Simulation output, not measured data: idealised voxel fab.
process module | voxel gate over fins
cross-section cut | 225 nm wide | cells 5 nm
A cross-section is a grid of square cells, given in bands from the top down. A band is one or more rows of cells.
Each band's line starts with the height of the band's top and of its bottom, in nm. Then come its materials from left to right, each with its width in nm. One material with "throughout" fills the band from edge to edge. "air" is empty space.
Height 0 is the level under which the wafer as received is all one material. The lowest band goes on downwards, as in "0 down".
A width such as "30 to 40" changes by the same amount from each row of cells to the next, from the band's top row to its bottom row.
"no change" after a step means that no cell of the cross-section changed.
closed voids: empty space of 8 cells or more with no open way to the top, each as width x height at its distance from the left edge, in nm
after a step's settings: what the simulator itself notes on the step
overlay nm, on a step with a mask: how far to the right of its planned place the mask lay; to the left if negative
plan
1 op RECEIVE | material Si
2 op CONFORMAL_DEP | material SiN | thk nm 10
3 op PATTERN | tone cover | mask id FINS | material resist | width nm 15 | pitch nm 45 | thk nm 15 | overlay nm 0
4 op DIRECTIONAL_ETCH | etch materials SiN | depth nm 10
5 op DIRECTIONAL_ETCH | etch materials Si | depth nm 30
6 op STRIP | etch materials resist
7 op OXIDIZE | depth nm 5
8 op FILL_DEP | material SiO2 | thk nm 5
9 op CMP | height nm 10
10 op SELECTIVE_ETCH | etch materials SiO2 | depth nm 25
11 op STRIP | etch materials SiN
12 op CONFORMAL_DEP | material HfO2 | thk nm 5
13 op CONFORMAL_DEP | material TiN | thk nm 5
14 op CONFORMAL_DEP | material TiAl | thk nm 5
15 op CONFORMAL_DEP | material TiN | thk nm 5
16 op FILL_DEP | material W | thk nm 10
17 op CMP | height nm 25
18 op CONFORMAL_DEP | material SiCN | thk nm 5
as received, after step 1
  0 down: Si throughout
  closed voids: none
a wafer at the end: this start, this plan, one mistake
  30 to 25: SiCN throughout
  25 to 20: W throughout
  20 to 15: W 60 | TiN 100 | W 65
  15 to 10: W 60 | TiN 5 | TiAl 90 | TiN 5 | W 65
  10 to 5: W 60 | TiN 5 | TiAl 5 | TiN 35 | TiAl 10 | TiN 35 | TiAl 5 | TiN 5 | W 65
  5 to 0: TiN 65 | TiAl 5 | TiN 5 | HfO2 25 | TiN 5 | TiAl 10 | TiN 5 | HfO2 25 | TiN 5 | TiAl 5 | TiN 70
  0 to -5: TiAl 70 | TiN 5 | HfO2 5 | Si 15 | HfO2 5 | TiN 5 | TiAl 10 | TiN 5 | HfO2 5 | Si 15 | HfO2 5 | TiN 5 | TiAl 75
  -5 to -10: TiN 75 | HfO2 5 | Si 15 | HfO2 5 | TiN 20 | HfO2 5 | Si 15 | HfO2 5 | TiN 80
  -10 to -15: HfO2 80 | Si 15 | HfO2 30 | Si 15 | HfO2 85
  -15 to -35: SiO2 80 | Si 15 | SiO2 30 | Si 15 | SiO2 85
  -35 down: Si throughout
  closed voids: none
what went wrong: step 3 ran as: op PATTERN | tone cover | mask id FINS | material resist | width nm 25 | pitch nm 45 | thk nm 15 | overlay nm 0
